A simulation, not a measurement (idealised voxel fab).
The process module that follows is named voxel ribs on slabs.
FYI the section here is cut, 155 nm wide, cells are 5 nm squares.
Heads up, the way a cross-section reads in here is a grid of square cells, handed over as bands from the top down, with every band being one or more rows of cells.
Quick guide to a band line: top height, bottom height (nm) up front; then every material left to right with its width in nm. Only one material and it's marked "all across"? Then it fills the band edge to edge. And "empty" just means empty space.
Note: height 0 marks the level under which the wafer is uniformly one material as received. Lowest band unbounded below, written "0 nm and below".
So if you see something like "30 to 40" for the width, read it as the top row of the band sitting at the first number and the bottom row at the second, with every row in between moving by the same amount as the last.
The designation "changes: none", where it is given for a processing step, indicates that no cell of the cross-section was altered in the course of that step.
Under "Fully sealed cavities" you'll find the enclosed gaps, the ones with no way out to the top, that are 8 cells or bigger; each reads width x height at distance, with distance counted from the left edge, everything in nm.
Formally, on a step line, whatever follows the settings is a remark that the simulator itself makes on the step.
overlay nm: for a step with a mask, the amount by which the mask lay right of where it was planned; a negative amount means left of it.

### Process steps - plan
1) RECEIVE,material Si
2) DIRECTIONAL_DEP,material SiO2,thk nm 30
3) DIRECTIONAL_DEP,material polySi,thk nm 20
4) PATTERN,tone cover,mask id RIB,material resist,width nm 15,thk nm 15,overlay nm 0
5) DIRECTIONAL_ETCH,etch materials polySi,depth nm 10
6) STRIP,etch materials resist
7) DIRECTIONAL_DEP,material aC,thk nm 15
8) PATTERN,tone cover,mask id SLAB,material resist,width nm 75,thk nm 35,overlay nm 0
9) DIRECTIONAL_ETCH,etch materials aC,depth nm 15
10) STRIP,etch materials resist
11) DIRECTIONAL_ETCH,etch materials polySi,depth nm 10
12) STRIP,etch materials aC
13) FILL_DEP,material SiO2,thk nm 25
14) CMP,height nm 65
15) DIRECTIONAL_DEP,material W,thk nm 10
16) PATTERN,tone cover,mask id HEATER,material resist,width nm 25,thk nm 15,overlay nm 0
17) DIRECTIONAL_ETCH,etch materials W,depth nm 10
18) STRIP,etch materials resist
19) CONFORMAL_DEP,material SiO2,thk nm 5

### Wafer cross-section on receipt, i.e. after step 1
- 0 nm and below: Si all across
- Fully sealed cavities: none

### The module was run from the start shown above using the plan shown above, but one mistake was made doing it; the resulting wafer cross-section is below
- 75 nm to 65 nm: empty (65), then W (25), then empty (65)
- 65 nm to 50 nm: SiO2 all across
- 50 nm to 40 nm: SiO2 (70), then polySi (15), then SiO2 (70)
- 40 nm to 30 nm: SiO2 (40), then polySi (75), then SiO2 (40)
- 30 nm to 0 nm: SiO2 all across
- 0 nm and below: Si all across
- Fully sealed cavities: none
Plan not followed: no execution of plan step 19; skipped
